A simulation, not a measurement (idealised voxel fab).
process module | voxel ribs on slabs
cross-section cut | 300 nm wide | cells 5 nm
A cross-section is a grid of square cells, given in bands from the top down. A band is one or more rows of cells.
Each band's line starts with the height of the band's top and of its bottom, in nm. Then come its materials from left to right, each with its width in nm. One material with "throughout" fills the band from edge to edge. "air" is empty space.
Height 0 is the level under which the wafer as received is all one material. The lowest band goes on downwards, as in "0 down".
A width such as "30 to 40" changes by the same amount from each row of cells to the next, from the band's top row to its bottom row.
"no change" after a step means that no cell of the cross-section changed.
closed voids: empty space of 8 cells or more with no open way to the top, each as width x height at its distance from the left edge, in nm
after a step's settings: what the simulator itself notes on the step
overlay nm, on a step with a mask: how far to the right of its planned place the mask lay; to the left if negative
plan
1 op RECEIVE | material Si
2 op DIRECTIONAL_DEP | material SiO2 | thk nm 25
3 op DIRECTIONAL_DEP | material SiN | thk nm 15
4 op PATTERN | tone cover | mask id RIB | material resist | width nm 25 | thk nm 20 | overlay nm 0
5 op DIRECTIONAL_ETCH | etch materials SiN | depth nm 5
6 op STRIP | etch materials resist
7 op PATTERN | tone cover | mask id SLAB | material resist | width nm 85 | thk nm 15 | overlay nm 0
8 op DIRECTIONAL_ETCH | etch materials SiN | depth nm 10
9 op STRIP | etch materials resist
10 op FILL_DEP | material SiO2 | thk nm 25
11 op CMP | height nm 60
12 op DIRECTIONAL_DEP | material W | thk nm 5
13 op PATTERN | tone cover | mask id HEATER | material resist | width nm 25 | thk nm 15 | overlay nm 0
14 op DIRECTIONAL_ETCH | etch materials W | depth nm 5
15 op STRIP | etch materials resist
16 op CONFORMAL_DEP | material SiO2 | thk nm 5
varied across the wafers: width nm of step 13. The plan shows the first wafer's value. All wafers start alike
first wafer as received, after step 1
  0 down: Si throughout
  closed voids: none
first wafer at the end, after step 16
  70 to 65: air 130 | SiO2 35 | air 135
  65 to 60: SiO2 135 | W 25 | SiO2 140
  60 to 40: SiO2 throughout
  40 to 35: SiO2 135 | SiN 25 | SiO2 140
  35 to 25: SiO2 105 | SiN 85 | SiO2 110
  25 to 0: SiO2 throughout
  0 down: Si throughout
  closed voids: none
last wafer at the end
  70 to 65: air 120 | SiO2 60 | air 120
  65 to 60: SiO2 125 | W 50 | SiO2 125
  60 to 40: SiO2 throughout
  40 to 35: SiO2 135 | SiN 25 | SiO2 140
  35 to 25: SiO2 105 | SiN 85 | SiO2 110
  25 to 0: SiO2 throughout
  0 down: Si throughout
  closed voids: none
each wafer at the end: cells of each material gained (+) or lost (-) since it was received, then its closed voids
width nm 25 | +39 SiN | +743 SiO2 | +5 W | closed voids: none
width nm 30 | +39 SiN | +743 SiO2 | +6 W | closed voids: none
width nm 35 | +39 SiN | +743 SiO2 | +7 W | closed voids: none
width nm 40 | +39 SiN | +743 SiO2 | +8 W | closed voids: none
width nm 45 | +39 SiN | +743 SiO2 | +9 W | closed voids: none
width nm 50 | +39 SiN | +743 SiO2 | +10 W | closed voids: none
